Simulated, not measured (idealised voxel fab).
The following process module bears the name voxel ribs on slabs.
The cross-section shown here is cut; it is 265 nm wide and divided into square cells measuring 5 nm on a side.
A cross-section in this document is a grid of square cells, and it is written down as bands, the top band listed before the ones below it; a band is made up of one or more rows of cells.
Each band's line starts with the height of the band's top and of its bottom, in nm. Then come its materials from left to right, each with its width in nm. One material with "full width" fills the band from edge to edge. "empty" is empty space.
Height is counted from the level 0, under which the received wafer is composed throughout of one material. The lowest of the bands is not closed at the bottom but continues downward, in the notation "from 0 down".
A width such as "30..40" changes by the same amount from each row of cells to the next, from the band's top row to its bottom row.
The cross-section has no changed cell in any step marked "no alteration".
If an empty space has no open way to the top and is at least 8 cells in size, "Voids lacking openings" lists it, written width x height at distance, where distance is measured from the left edge and every value is in nm.
Where a step's line continues beyond its settings, the continuation is a remark by the simulator itself on that step.
overlay nm: for a step with a mask, the amount by which the mask lay right of where it was planned; a negative amount means left of it.
The steps planned for the process are as follows
1. RECEIVE: material Si
2. DIRECTIONAL_DEP: material SiO2, thk nm 20
3. DIRECTIONAL_DEP: material SiN, thk nm 25
4. PATTERN: tone cover, mask id RIB, material resist, width nm 15, thk nm 15, overlay nm 0
5. DIRECTIONAL_ETCH: etch materials SiN, depth nm 15
6. STRIP: etch materials resist
7. MASKED_ETCH: tone cover, mask id SLAB, width nm 65, etch materials SiN, depth nm 10, overlay nm 0
8. FILL_DEP: material SiO2, thk nm 30
9. CMP: height nm 65
10. DIRECTIONAL_DEP: material W, thk nm 5
11. DIRECTIONAL_DEP: material aC, thk nm 10
12. PATTERN: tone cover, mask id HEATER, material resist, width nm 25, thk nm 25, overlay nm 0
13. DIRECTIONAL_ETCH: etch materials aC, depth nm 10
14. STRIP: etch materials resist
15. DIRECTIONAL_ETCH: etch materials W, depth nm 5
16. STRIP: etch materials aC
17. CONFORMAL_DEP: material SiN, thk nm 10
as received, after step 1
* from 0 down | Si full width
* Voids lacking openings: none
Wafer cross-section at module end: first of two, run to plan
* from 80 to 75 | 110 empty  45 SiN  110 empty
* from 75 to 70 | SiN full width
* from 70 to 65 | 120 SiN  25 W  120 SiN
* from 65 to 45 | SiO2 full width
* from 45 to 30 | 125 SiO2  15 SiN  125 SiO2
* from 30 to 20 | 100 SiO2  65 SiN  100 SiO2
* from 20 to 0 | SiO2 full width
* from 0 down | Si full width
* Voids lacking openings: none
What the second wafer looks like in cross-section once the module is done. Its start and its plan matched the first wafer's exactly; what differed was one mistake in how it was run
* from 85 to 80 | 110 empty  45 SiN  110 empty
* from 80 to 75 | SiN full width
* from 75 to 70 | 120 SiN  25 W  120 SiN
* from 70 to 45 | SiO2 full width
* from 45 to 30 | 125 SiO2  15 SiN  125 SiO2
* from 30 to 20 | 100 SiO2  65 SiN  100 SiO2
* from 20 to 0 | SiO2 full width
* from 0 down | Si full width
* Voids lacking openings: none
Short version of what went wrong: step 9 ran with different settings than intended, the actual operation and settings being CMP: height nm 70
Count the cells at the end and the second wafer has more or fewer of some materials than the first: 53 more of SiO2
